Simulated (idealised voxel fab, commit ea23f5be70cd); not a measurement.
The name of this process module is voxel trench capacitor.
cross-section cut | 250 nm wide | cells 5 nm
Each cross-section below is a grid of square cells, stated as bands in top-down order, with one or more rows of cells making up each band. Within each band entry, the heights of the top and of the bottom of the band appear first, in that order and in nm; the materials of the band then follow from left to right, each with its corresponding width in nm. The designation "everywhere" on a single material indicates that it fills the band from edge to edge; the designation "blank" indicates empty space. Heights are reckoned from 0. Under this level, the received wafer is all of one material. The bottommost band is open-ended downward, for example "0 -> down". The notation "30..40" denotes a width that varies across the rows of cells in the band, beginning at the first number in the top row, finishing at the second number in the bottom row, and changing by an identical amount from each row to the next. When a step is marked "no change", none of the cells in the cross-section changed during that step. So "Listed closed voids" is basically the list of trapped voids: any empty space of 8 cells or more that can't reach the top through an opening. They're written width x height at distance, the distance being from the left edge, and it's all nm. Text after the settings on a step's line: the simulator's own remark on that step. "overlay nm" on a masked step: distance the mask lay right of its planned place, negative for left.

**The steps planned for the process are as follows**
step 1: RECEIVE [material Si]
step 2: CONFORMAL_DEP [material SiN] [thk nm 10]
step 3: PATTERN [tone open] [mask id TRENCH] [material resist] [width nm 30] [pitch nm 55] [thk nm 15] [overlay nm 0]
step 4: DIRECTIONAL_ETCH [etch materials SiN] [depth nm 10]
step 5: DIRECTIONAL_ETCH [etch materials Si] [depth nm 40]
step 6: STRIP [etch materials resist]
step 7: CONFORMAL_DEP [material Al2O3] [thk nm 5]
step 8: CONFORMAL_DEP [material TiN] [thk nm 5]
step 9: FILL_DEP [material W] [thk nm 5]
step 10: CMP [height nm 10]

**This is the cross-section of the wafer as we received it, i.e. after step 1**
  0 -> down  Si everywhere
  Listed closed voids: none

**Wafer cross-section at module end: first of two, run to plan**
  10 -> 0  SiN=25, then Al2O3=5, then TiN=5, then W=10, then TiN=5, then Al2O3=5, then SiN=25, then Al2O3=5, then TiN=5, then W=10, then TiN=5, then Al2O3=5, then SiN=25, then Al2O3=5, then TiN=5, then W=10, then TiN=5, then Al2O3=5, then SiN=25, then Al2O3=5, then TiN=5, then W=10, then TiN=5, then Al2O3=5, then SiN=30
  0 -> -30  Si=25, then Al2O3=5, then TiN=5, then W=10, then TiN=5, then Al2O3=5, then Si=25, then Al2O3=5, then TiN=5, then W=10, then TiN=5, then Al2O3=5, then Si=25, then Al2O3=5, then TiN=5, then W=10, then TiN=5, then Al2O3=5, then Si=25, then Al2O3=5, then TiN=5, then W=10, then TiN=5, then Al2O3=5, then Si=30
  -30 -> -35  Si=25, then Al2O3=5, then TiN=20, then Al2O3=5, then Si=25, then Al2O3=5, then TiN=20, then Al2O3=5, then Si=25, then Al2O3=5, then TiN=20, then Al2O3=5, then Si=25, then Al2O3=5, then TiN=20, then Al2O3=5, then Si=30
  -35 -> -40  Si=25, then Al2O3=30, then Si=25, then Al2O3=30, then Si=25, then Al2O3=30, then Si=25, then Al2O3=30, then Si=30
  -40 -> down  Si everywhere
  Listed closed voids: none

**Wafer two, end of module, cross-section. Same start, same plan as wafer one. One mistake in the run**
  10 -> 0  SiN=25, then Al2O3=5, then TiN=5, then W=10, then TiN=5, then Al2O3=5, then SiN=25, then Al2O3=5, then TiN=5, then W=10, then TiN=5, then Al2O3=5, then SiN=25, then Al2O3=5, then TiN=5, then W=10, then TiN=5, then Al2O3=5, then SiN=25, then Al2O3=5, then TiN=5, then W=10, then TiN=5, then Al2O3=5, then SiN=30
  0 -> -20  Si=25, then Al2O3=5, then TiN=5, then W=10, then TiN=5, then Al2O3=5, then Si=25, then Al2O3=5, then TiN=5, then W=10, then TiN=5, then Al2O3=5, then Si=25, then Al2O3=5, then TiN=5, then W=10, then TiN=5, then Al2O3=5, then Si=25, then Al2O3=5, then TiN=5, then W=10, then TiN=5, then Al2O3=5, then Si=30
  -20 -> -25  Si=25, then Al2O3=5, then TiN=20, then Al2O3=5, then Si=25, then Al2O3=5, then TiN=20, then Al2O3=5, then Si=25, then Al2O3=5, then TiN=20, then Al2O3=5, then Si=25, then Al2O3=5, then TiN=20, then Al2O3=5, then Si=30
  -25 -> -30  Si=25, then Al2O3=30, then Si=25, then Al2O3=30, then Si=25, then Al2O3=30, then Si=25, then Al2O3=30, then Si=30
  -30 -> down  Si everywhere
  Listed closed voids: none
Against the plan, the run slipped here: it should be noted that step 5 was executed with settings other than those planned, the operation and settings actually applied being DIRECTIONAL_ETCH [etch materials Si] [depth nm 30]
At the finish, the second wafer shows more or fewer cells for some materials than the first does: Al2O3 -16, Si +48, TiN -16, W -16
